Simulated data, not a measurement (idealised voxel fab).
This section sets out a process module, namely voxel transistor to metal.
Each square cell in cross-section cut measures 5 nm, and the section as a whole is 275 nm wide.
We lay out every cross-section as a grid of square cells and spell it out in bands from the top down, where one band means one or more rows of cells. The entry gives the band's vertical extent as a top height and a bottom height in nm, then its horizontal make-up as materials from left to right, each with a width in nm. "air" stands for empty space; a single material marked "throughout" fills the band edge to edge. Counting heights begins at 0, where everything beneath is, in the wafer as received, one material. The lowest band has no bottom; it goes on downwards, as "0..down" shows. The notation "30..40" denotes a width that varies across the rows of cells in the band, beginning at the first number in the top row, finishing at the second number in the bottom row, and changing by an identical amount from each row to the next. Basically "nothing was modified" means that step didn't change any cell in the cross-section. Listed in "Closed-off voids": every empty space of 8 or more cells without an open way to the top. Form: width x height at distance, the distance being from the left edge, all in nm. after a step's settings: what the simulator itself notes on the step. The "overlay nm" setting may appear on a step's line; for a step that uses a mask, it gives how far to the right of its planned position the mask lay, and a negative value indicates the left.
### The following list gives the planned process steps
1) RECEIVE, material Si
2) OXIDIZE, depth nm 5
3) CONFORMAL_DEP, material SiN, thk nm 10
4) PATTERN, tone cover, mask id ACTIVE, material resist, width nm 105, pitch nm 135, thk nm 20, overlay nm 0
5) DIRECTIONAL_ETCH, etch materials SiN, depth nm 10
6) DIRECTIONAL_ETCH, etch materials SiO2, depth nm 5
7) DIRECTIONAL_ETCH, etch materials Si, depth nm 35
8) STRIP, etch materials resist
9) FILL_DEP, material SiO2, thk nm 15
10) CMP, height nm 10
11) SELECTIVE_ETCH, etch materials SiO2, depth nm 5
12) STRIP, etch materials SiN
13) SELECTIVE_ETCH, etch materials SiO2, depth nm 5
14) OXIDIZE, depth nm 5
15) DIRECTIONAL_DEP, material polySi, thk nm 30
16) DIRECTIONAL_DEP, material SiCN, thk nm 15
17) PATTERN, tone cover, mask id GATE, material resist, width nm 35, pitch nm 135, thk nm 15, overlay nm 0
18) DIRECTIONAL_ETCH, etch materials SiCN, depth nm 25
19) DIRECTIONAL_ETCH, etch materials polySi, depth nm 40
20) STRIP, etch materials resist
21) CONFORMAL_DEP, material SiO2, thk nm 5
22) DIRECTIONAL_ETCH, etch materials SiO2, depth nm 5
23) CONFORMAL_DEP, material SiN, thk nm 5
24) DIRECTIONAL_ETCH, etch materials SiN, depth nm 5
25) DIRECTIONAL_ETCH, etch materials SiO2, depth nm 5
26) DIRECTIONAL_ETCH, etch materials Si, depth nm 10
27) EPI, material nSi, thk nm 10
28) FILL_DEP, material SiO2, thk nm 10
29) CMP, height nm 25
30) STRIP, etch materials polySi
31) SELECTIVE_ETCH, etch materials SiO2, depth nm 5
32) CONFORMAL_DEP, material HfO2, thk nm 5
33) CONFORMAL_DEP, material TiN, thk nm 5
34) FILL_DEP, material W, thk nm 10
35) CMP, height nm 20
36) DIRECTIONAL_DEP, material SiO2, thk nm 10
37) PATTERN, tone open, mask id CONTACT, material resist, width nm 15, thk nm 15, overlay nm 0
38) DIRECTIONAL_ETCH, etch materials SiO2, depth nm 30
39) STRIP, etch materials resist
40) CONFORMAL_DEP, material TiN, thk nm 5
41) FILL_DEP, material W, thk nm 10
42) CMP, height nm 30
43) DIRECTIONAL_DEP, material TiN, thk nm 5
44) DIRECTIONAL_DEP, material Ru, thk nm 25
45) DIRECTIONAL_DEP, material aC, thk nm 15
46) PATTERN, tone cover, mask id METAL_1, material resist, width nm 15, thk nm 35, overlay nm 0
47) DIRECTIONAL_ETCH, etch materials aC, depth nm 15
48) STRIP, etch materials resist
49) DIRECTIONAL_ETCH, etch materials Ru, depth nm 25
50) DIRECTIONAL_ETCH, etch materials TiN, depth nm 5
51) STRIP, etch materials aC
52) FILL_DEP, material SiO2, thk nm 5
53) CMP, height nm 60
54) CONFORMAL_DEP, material SiCN, thk nm 5
55) DIRECTIONAL_DEP, material SiO2, thk nm 30
56) MASKED_ETCH, tone open, mask id METAL_2, width nm 15, pitch nm 135, etch materials SiO2, depth nm 15, overlay nm 0
57) DIRECTIONAL_DEP, material aC, thk nm 15
58) PATTERN, tone open, mask id METAL_2_HOLES, material resist, width nm 15, pitch nm 135, thk nm 30, overlay nm 0
59) DIRECTIONAL_ETCH, etch materials aC, depth nm 15
60) STRIP, etch materials resist
61) DIRECTIONAL_ETCH, etch materials SiO2, depth nm 15
62) DIRECTIONAL_ETCH, etch materials SiCN, depth nm 5
63) STRIP, etch materials aC
64) CONFORMAL_DEP, material TiN, thk nm 5
65) FILL_DEP, material Cu, thk nm 10
66) CMP, height nm 95
67) CONFORMAL_DEP, material SiN, thk nm 5
### Incoming wafer, cross-sectional view, post step 1
  0..down = Si throughout
  Closed-off voids: none
### Result of the module, cross-sectioned: start per above, plan per above, one error in how it was run
  100..95 = SiN throughout
  95..65 = SiO2=20, then TiN=5, then Cu=5, then TiN=5, then SiO2=120, then TiN=5, then Cu=5, then TiN=5, then SiO2=105
  65..60 = SiCN=20, then TiN=15, then SiCN=120, then TiN=15, then SiCN=105
  60..35 = SiO2=20, then Ru=15, then SiO2=65, then Ru=15, then SiO2=40, then Ru=15, then SiO2=65, then Ru=15, then SiO2=25
  35..30 = SiO2=20, then TiN=15, then SiO2=65, then TiN=15, then SiO2=40, then TiN=15, then SiO2=65, then TiN=15, then SiO2=25
  30..20 = SiO2=20, then TiN=5, then W=5, then TiN=5, then SiO2=65, then TiN=5, then W=5, then TiN=5, then SiO2=40, then TiN=5, then W=5, then TiN=5, then SiO2=65, then TiN=5, then W=5, then TiN=5, then SiO2=25
  20..5 = SiO2=20, then TiN=5, then W=5, then TiN=5, then SiO2=5, then SiN=5, then TiN=10, then W=25, then TiN=10, then SiN=5, then SiO2=5, then TiN=5, then W=5, then TiN=5, then SiO2=40, then TiN=5, then W=5, then TiN=5, then SiO2=5, then SiN=5, then TiN=10, then W=25, then TiN=10, then SiN=5, then SiO2=5, then TiN=5, then W=5, then TiN=5, then SiO2=25
  5..0 = SiO2=20, then TiN=15, then SiO2=5, then SiN=5, then TiN=10, then W=25, then TiN=10, then SiN=5, then SiO2=5, then TiN=15, then SiO2=40, then TiN=15, then SiO2=5, then SiN=5, then TiN=10, then W=25, then TiN=10, then SiN=5, then SiO2=5, then TiN=15, then SiO2=25
  0..-5 = SiO2=15, then SiN=5, then nSi=20, then SiN=5, then TiN=45, then SiN=5, then nSi=20, then SiN=5, then SiO2=30, then SiN=5, then nSi=20, then SiN=5, then TiN=45, then SiN=5, then nSi=20, then SiN=5, then SiO2=20
  -5..-10 = SiO2=20, then nSi=20, then SiO2=5, then TiN=45, then SiO2=5, then nSi=20, then SiO2=40, then nSi=20, then SiO2=5, then TiN=45, then SiO2=5, then nSi=20, then SiO2=25
  -10..-20 = SiO2=15, then Si=5, then nSi=20, then Si=55, then nSi=20, then Si=5, then SiO2=30, then Si=5, then nSi=20, then Si=55, then nSi=20, then Si=5, then SiO2=20
  -20..-40 = SiO2=15, then Si=105, then SiO2=30, then Si=105, then SiO2=20
  -40..down = Si throughout
  Closed-off voids: none
Plan not followed: step 32 was run on a setting that differed from the plan, and what really ran there is CONFORMAL_DEP, material TiN, thk nm 5
